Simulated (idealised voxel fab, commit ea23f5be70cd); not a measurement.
The process module that follows is named voxel capacitor over wiring.
Cross-section cut: width 165 nm, square cells of 5 nm.
If you're reading a cross-section in this doc, picture square cells in a grid; it comes to you as bands, top ones listed first down to the bottom, and a band can be one or more rows of cells. Read a band's entry like this: the first values are the height of its top and the height of its bottom in nm, and what follows is the sequence of materials from left to right, each with its width in nm. Note that "air" is empty space, and that a single material marked "all across" reaches across the band from edge to edge. Height reference: 0 = level under which incoming wafer is all one material. Lowest band: no bottom, runs on downward, e.g. "0 nm and below". Note: "30..40" means the width goes from the first number (top row of the band) to the second number (bottom row) in equal steps per row of cells. It should be understood that the words "no alterations made", when stated for a given step, signify that the cross-section underwent no change in any of its cells during that step. You'll see "Enclosed cavities" listing empty spaces that have no way open to the top, as long as they're 8 cells or more; the notation is width x height at distance, where the distance is from the left edge, and all of it is in nm. It should be noted that, on the line of a given step, the content following the step's settings is a remark produced by the simulator itself with respect to that step. overlay nm: on a step with a mask, how far right of its planned place the mask lay; negative means left.

So here's the lineup of process steps we planned:
1) op RECEIVE | material Si
2) op CONFORMAL_DEP | material SiO2 | thk nm 10
3) op DIRECTIONAL_DEP | material TiN | thk nm 5
4) op DIRECTIONAL_DEP | material Ru | thk nm 25
5) op DIRECTIONAL_DEP | material aC | thk nm 15
6) op PATTERN | tone cover | mask id METAL_1 | material resist | width nm 20 | pitch nm 75 | thk nm 35 | overlay nm 0
7) op DIRECTIONAL_ETCH | etch materials aC | depth nm 15
8) op STRIP | etch materials resist
9) op DIRECTIONAL_ETCH | etch materials Ru | depth nm 25
10) op DIRECTIONAL_ETCH | etch materials TiN | depth nm 5
11) op STRIP | etch materials aC
12) op FILL_DEP | material SiO2 | thk nm 10
13) op CMP | height nm 40
14) op CONFORMAL_DEP | material SiCN | thk nm 5
15) op DIRECTIONAL_DEP | material SiO2 | thk nm 20
16) op DIRECTIONAL_DEP | material aC | thk nm 15
17) op PATTERN | tone open | mask id PLUG_1 | material resist | width nm 15 | thk nm 30 | overlay nm 0
18) op DIRECTIONAL_ETCH | etch materials aC | depth nm 15
19) op STRIP | etch materials resist
20) op DIRECTIONAL_ETCH | etch materials SiO2 | depth nm 20
21) op DIRECTIONAL_ETCH | etch materials SiCN | depth nm 5
22) op STRIP | etch materials aC
23) op EPI | material Ru | thk nm 10
24) op EPI | material Ru | thk nm 10
25) op EPI | material Ru | thk nm 5
26) op DIRECTIONAL_DEP | material TiN | thk nm 5
27) op DIRECTIONAL_DEP | material HfO2 | thk nm 5
28) op DIRECTIONAL_DEP | material TiN | thk nm 10
29) op MASKED_ETCH | tone cover | mask id UPPER_PLATE | width nm 60 | etch materials TiN | depth nm 10 | overlay nm 0
30) op MASKED_ETCH | tone cover | mask id UPPER_PLATE | width nm 60 | etch materials HfO2 | depth nm 5 | overlay nm 0
31) op MASKED_ETCH | tone cover | mask id LOWER_PLATE | width nm 70 | etch materials TiN | depth nm 5 | overlay nm 0
32) op FILL_DEP | material SiO2 | thk nm 20
33) op CMP | height nm 100
34) op MASKED_ETCH | tone open | mask id PLUG_2 | width nm 15 | etch materials SiO2 | depth nm 15 | overlay nm 0
35) op CONFORMAL_DEP | material TiN | thk nm 5
36) op FILL_DEP | material Cu | thk nm 10
37) op CMP | height nm 100
38) op CONFORMAL_DEP | material SiN | thk nm 5

On the first of the two wafers: run conducted according to plan:

Cross-section: wafer on arrival = after step 1:
0 nm and below: Si all across
Enclosed cavities: none

So this is the wafer cross-section right after step 2:
10 nm to 0 nm: SiO2 all across
Under 0: no change, same as before.

So this is the wafer cross-section right after step 3:
15 nm to 10 nm: TiN all across
Under 10: no change, same as before.

So this is the wafer cross-section right after step 4:
40 nm to 15 nm: Ru all across
Under 15: no change, same as before.

So this is the wafer cross-section right after step 5:
55 nm to 40 nm: aC all across
Under 40: no change, same as before.

So this is the wafer cross-section right after step 6:
90 nm to 55 nm: air 35 nm  resist 20 nm  air 55 nm  resist 20 nm  air 35 nm
Under 55: no change, same as before.

So this is the wafer cross-section right after step 7:
75 nm to 55 nm: air 35 nm  resist 20 nm  air 55 nm  resist 20 nm  air 35 nm
55 nm to 40 nm: air 35 nm  aC 20 nm  air 55 nm  aC 20 nm  air 35 nm
Under 40: no change, same as before.

So this is the wafer cross-section right after step 8:
55 nm to 40 nm: air 35 nm  aC 20 nm  air 55 nm  aC 20 nm  air 35 nm
Under 40: no change, same as before.

So this is the wafer cross-section right after step 9:
55 nm to 40 nm: air 35 nm  aC 20 nm  air 55 nm  aC 20 nm  air 35 nm
40 nm to 15 nm: air 35 nm  Ru 20 nm  air 55 nm  Ru 20 nm  air 35 nm
Under 15: no change, same as before.

So this is the wafer cross-section right after step 10:
55 nm to 40 nm: air 35 nm  aC 20 nm  air 55 nm  aC 20 nm  air 35 nm
40 nm to 15 nm: air 35 nm  Ru 20 nm  air 55 nm  Ru 20 nm  air 35 nm
15 nm to 10 nm: air 35 nm  TiN 20 nm  air 55 nm  TiN 20 nm  air 35 nm
Under 10: no change, same as before.

So this is the wafer cross-section right after step 11:
40 nm to 15 nm: air 35 nm  Ru 20 nm  air 55 nm  Ru 20 nm  air 35 nm
Under 15: no change, same as before.

So this is the wafer cross-section right after step 12:
50 nm to 40 nm: SiO2 all across
40 nm to 15 nm: SiO2 35 nm  Ru 20 nm  SiO2 55 nm  Ru 20 nm  SiO2 35 nm
15 nm to 10 nm: SiO2 35 nm  TiN 20 nm  SiO2 55 nm  TiN 20 nm  SiO2 35 nm
Under 10: no change, same as before.

So this is the wafer cross-section right after step 13:
40 nm to 15 nm: SiO2 35 nm  Ru 20 nm  SiO2 55 nm  Ru 20 nm  SiO2 35 nm
Under 15: no change, same as before.

So this is the wafer cross-section right after step 14:
45 nm to 40 nm: SiCN all across
Under 40: no change, same as before.

So this is the wafer cross-section right after step 15:
65 nm to 45 nm: SiO2 all across
Under 45: no change, same as before.

So this is the wafer cross-section right after step 16:
80 nm to 65 nm: aC all across
Under 65: no change, same as before.

So this is the wafer cross-section right after step 17:
110 nm to 80 nm: resist 40 nm  air 15 nm  resist 110 nm
Under 80: no change, same as before.

So this is the wafer cross-section right after step 18:
95 nm to 80 nm: resist 40 nm  air 15 nm  resist 110 nm
80 nm to 65 nm: aC 40 nm  air 15 nm  aC 110 nm
Under 65: no change, same as before.

So this is the wafer cross-section right after step 19:
80 nm to 65 nm: aC 40 nm  air 15 nm  aC 110 nm
Under 65: no change, same as before.

So this is the wafer cross-section right after step 20:
80 nm to 65 nm: aC 40 nm  air 15 nm  aC 110 nm
65 nm to 45 nm: SiO2 40 nm  air 15 nm  SiO2 110 nm
Under 45: no change, same as before.

So this is the wafer cross-section right after step 21:
80 nm to 65 nm: aC 40 nm  air 15 nm  aC 110 nm
65 nm to 45 nm: SiO2 40 nm  air 15 nm  SiO2 110 nm
45 nm to 40 nm: SiCN 40 nm  air 15 nm  SiCN 110 nm
Under 40: no change, same as before.

So this is the wafer cross-section right after step 22:
65 nm to 45 nm: SiO2 40 nm  air 15 nm  SiO2 110 nm
Under 45: no change, same as before.

So this is the wafer cross-section right after step 23:
65 nm to 50 nm: SiO2 40 nm  air 15 nm  SiO2 110 nm
50 nm to 45 nm: SiO2 40 nm  Ru 15 nm  SiO2 110 nm
45 nm to 40 nm: SiCN 40 nm  Ru 15 nm  SiCN 110 nm
Under 40: no change, same as before.

So this is the wafer cross-section right after step 24:
65 nm to 60 nm: SiO2 40 nm  air 15 nm  SiO2 110 nm
60 nm to 45 nm: SiO2 40 nm  Ru 15 nm  SiO2 110 nm
Under 45: no change, same as before.

So this is the wafer cross-section right after step 25:
65 nm to 45 nm: SiO2 40 nm  Ru 15 nm  SiO2 110 nm
Under 45: no change, same as before.

So this is the wafer cross-section right after step 26:
70 nm to 65 nm: TiN all across
Under 65: no change, same as before.

So this is the wafer cross-section right after step 27:
75 nm to 70 nm: HfO2 all across
Under 70: no change, same as before.

So this is the wafer cross-section right after step 28:
85 nm to 75 nm: TiN all across
Under 75: no change, same as before.

So this is the wafer cross-section right after step 29:
85 nm to 75 nm: air 40 nm  TiN 60 nm  air 65 nm
Under 75: no change, same as before.

So this is the wafer cross-section right after step 30:
85 nm to 75 nm: air 40 nm  TiN 60 nm  air 65 nm
75 nm to 70 nm: air 40 nm  HfO2 60 nm  air 65 nm
Under 70: no change, same as before.

So this is the wafer cross-section right after step 31:
85 nm to 75 nm: air 40 nm  TiN 60 nm  air 65 nm
75 nm to 70 nm: air 40 nm  HfO2 60 nm  air 65 nm
70 nm to 65 nm: air 35 nm  TiN 70 nm  air 60 nm
Under 65: no change, same as before.

So this is the wafer cross-section right after step 32:
105 nm to 85 nm: SiO2 all across
85 nm to 75 nm: SiO2 40 nm  TiN 60 nm  SiO2 65 nm
75 nm to 70 nm: SiO2 40 nm  HfO2 60 nm  SiO2 65 nm
70 nm to 65 nm: SiO2 35 nm  TiN 70 nm  SiO2 60 nm
Under 65: no change, same as before.

So this is the wafer cross-section right after step 33:
100 nm to 85 nm: SiO2 all across
Under 85: no change, same as before.

So this is the wafer cross-section right after step 34:
100 nm to 85 nm: SiO2 50 nm  air 15 nm  SiO2 100 nm
Under 85: no change, same as before.

So this is the wafer cross-section right after step 35:
105 nm to 100 nm: TiN 55 nm  air 5 nm  TiN 105 nm
100 nm to 90 nm: SiO2 50 nm  TiN 5 nm  air 5 nm  TiN 5 nm  SiO2 100 nm
90 nm to 85 nm: SiO2 50 nm  TiN 15 nm  SiO2 100 nm
Under 85: no change, same as before.

So this is the wafer cross-section right after step 36:
115 nm to 105 nm: Cu all across
105 nm to 100 nm: TiN 55 nm  Cu 5 nm  TiN 105 nm
100 nm to 90 nm: SiO2 50 nm  TiN 5 nm  Cu 5 nm  TiN 5 nm  SiO2 100 nm
Under 90: no change, same as before.

So this is the wafer cross-section right after step 37:
100 nm to 90 nm: SiO2 50 nm  TiN 5 nm  Cu 5 nm  TiN 5 nm  SiO2 100 nm
Under 90: no change, same as before.

So this is the wafer cross-section right after step 38:
105 nm to 100 nm: SiN all across
Under 100: no change, same as before.

Second of two: same start, same plan, one run error; steps up to and including 34 match the first:

Cross-sectional representation of the second wafer at the time designated in the plan for the completion of step 35:
105 nm to 100 nm: HfO2 55 nm  air 5 nm  HfO2 105 nm
100 nm to 90 nm: SiO2 50 nm  HfO2 5 nm  air 5 nm  HfO2 5 nm  SiO2 100 nm
90 nm to 85 nm: SiO2 50 nm  HfO2 15 nm  SiO2 100 nm
Under 85: no change, same as before.

Cross-sectional representation of the second wafer at the time designated in the plan for the completion of step 36:
115 nm to 105 nm: Cu all across
105 nm to 100 nm: HfO2 55 nm  Cu 5 nm  HfO2 105 nm
100 nm to 90 nm: SiO2 50 nm  HfO2 5 nm  Cu 5 nm  HfO2 5 nm  SiO2 100 nm
Under 90: no change, same as before.

Cross-sectional representation of the second wafer at the time designated in the plan for the completion of step 37:
100 nm to 90 nm: SiO2 50 nm  HfO2 5 nm  Cu 5 nm  HfO2 5 nm  SiO2 100 nm
Under 90: no change, same as before.

Cross-sectional representation of the second wafer at the time designated in the plan for the completion of step 38:
105 nm to 100 nm: SiN all across
Under 100: no change, same as before.
Nonconformance to the process plan: in deviation from the planned setting, step 35 was conducted as op CONFORMAL_DEP | material HfO2 | thk nm 5
Heads up, by the end the second wafer has more or fewer cells of some materials compared to the first: +7 HfO2 | -7 TiN
